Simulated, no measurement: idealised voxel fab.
process module | voxel air gaps
cross-section cut | 210 nm wide | cells 5 nm
A cross-section is a grid of square cells, given in bands from the top down. A band is one or more rows of cells.
Each band's line starts with the height of the band's top and of its bottom, in nm. Then come its materials from left to right, each with its width in nm. One material with "throughout" fills the band from edge to edge. "air" is empty space.
Height 0 is the level under which the wafer as received is all one material. The lowest band goes on downwards, as in "0 down".
A width such as "30 to 40" changes by the same amount from each row of cells to the next, from the band's top row to its bottom row.
"no change" after a step means that no cell of the cross-section changed.
closed voids: empty space of 8 cells or more with no open way to the top, each as width x height at its distance from the left edge, in nm
after a step's settings: what the simulator itself notes on the step
overlay nm, on a step with a mask: how far to the right of its planned place the mask lay; to the left if negative
plan
1 op RECEIVE | material Si
2 op CONFORMAL_DEP | material SiO2 | thk nm 15
3 op CONFORMAL_DEP | material SiCN | thk nm 5
4 op DIRECTIONAL_DEP | material SiO2 | thk nm 30
5 op DIRECTIONAL_DEP | material aC | thk nm 10
6 op PATTERN | tone open | mask id LINES | material resist | width nm 15 | pitch nm 50 | thk nm 30 | overlay nm 0
7 op DIRECTIONAL_ETCH | etch materials aC | depth nm 10
8 op STRIP | etch materials resist
9 op DIRECTIONAL_ETCH | etch materials SiO2 | depth nm 30
10 op STRIP | etch materials aC
11 op CONFORMAL_DEP | material TiN | thk nm 5
12 op FILL_DEP | material W | thk nm 5
13 op CMP | height nm 50
14 op EPI | material Ru | thk nm 10
15 op SELECTIVE_ETCH | etch materials SiO2 | depth nm 40
16 op CONFORMAL_DEP | material SiCN | thk nm 5
varied across the wafers: width nm of step 6. The plan shows the first wafer's value. All wafers start alike
first wafer as received, after step 1
  0 down: Si throughout
  closed voids: none
first wafer at the end, after step 16
  65 to 60: air 10 | SiCN 45 | air 5 | SiCN 45 | air 5 | SiCN 45 | air 5 | SiCN 45 | air 5
  60 to 50: air 10 | SiCN 5 | Ru 35 | SiCN 5 | air 5 | SiCN 5 | Ru 35 | SiCN 5 | air 5 | SiCN 5 | Ru 35 | SiCN 5 | air 5 | SiCN 5 | Ru 35 | SiCN 5 | air 5
  50 to 45: air 10 | SiCN 15 | TiN 5 | W 5 | TiN 5 | SiCN 15 | air 5 | SiCN 15 | TiN 5 | W 5 | TiN 5 | SiCN 15 | air 5 | SiCN 15 | TiN 5 | W 5 | TiN 5 | SiCN 15 | air 5 | SiCN 15 | TiN 5 | W 5 | TiN 5 | SiCN 15 | air 5
  45 to 25: air 20 | SiCN 5 | TiN 5 | W 5 | TiN 5 | SiCN 5 | air 25 | SiCN 5 | TiN 5 | W 5 | TiN 5 | SiCN 5 | air 25 | SiCN 5 | TiN 5 | W 5 | TiN 5 | SiCN 5 | air 25 | SiCN 5 | TiN 5 | W 5 | TiN 5 | SiCN 5 | air 15
  25 to 20: SiCN 25 | TiN 15 | SiCN 35 | TiN 15 | SiCN 35 | TiN 15 | SiCN 35 | TiN 15 | SiCN 20
  20 to 15: SiCN throughout
  15 to 0: SiO2 throughout
  0 down: Si throughout
  closed voids: none
last wafer at the end
  65 to 60: SiCN throughout
  60 to 50: SiCN 5 | Ru 200 | SiCN 5
  50 to 45: SiCN 15 | TiN 5 | W 20 | TiN 5 | SiO2 20 | TiN 5 | W 20 | TiN 5 | SiO2 20 | TiN 5 | W 20 | TiN 5 | SiO2 20 | TiN 5 | W 20 | TiN 5 | SiCN 15
  45 to 25: air 10 | SiCN 5 | TiN 5 | W 20 | TiN 5 | SiO2 20 | TiN 5 | W 20 | TiN 5 | SiO2 20 | TiN 5 | W 20 | TiN 5 | SiO2 20 | TiN 5 | W 20 | TiN 5 | SiCN 5 | air 10
  25 to 20: SiCN 15 | TiN 30 | SiO2 20 | TiN 30 | SiO2 20 | TiN 30 | SiO2 20 | TiN 30 | SiCN 15
  20 to 15: SiCN throughout
  15 to 0: SiO2 throughout
  0 down: Si throughout
  closed voids: 10 x 20 at 0; 10 x 20 at 200
each wafer at the end: cells of each material gained (+) or lost (-) since it was received, then its closed voids
width nm 15 | +56 Ru | +180 SiCN | +126 SiO2 | +52 TiN | +20 W | closed voids: none
width nm 20 | +64 Ru | +180 SiCN | +126 SiO2 | +56 TiN | +40 W | closed voids: 20 x 20 at 45; 20 x 20 at 95; 20 x 20 at 145
width nm 25 | +72 Ru | +168 SiCN | +126 SiO2 | +60 TiN | +60 W | closed voids: 15 x 20 at 50; 15 x 20 at 100; 15 x 20 at 150; 10 x 20 at 200
width nm 30 | +80 Ru | +108 SiCN | +198 SiO2 | +64 TiN | +80 W | closed voids: 10 x 20 at 0; 10 x 20 at 200
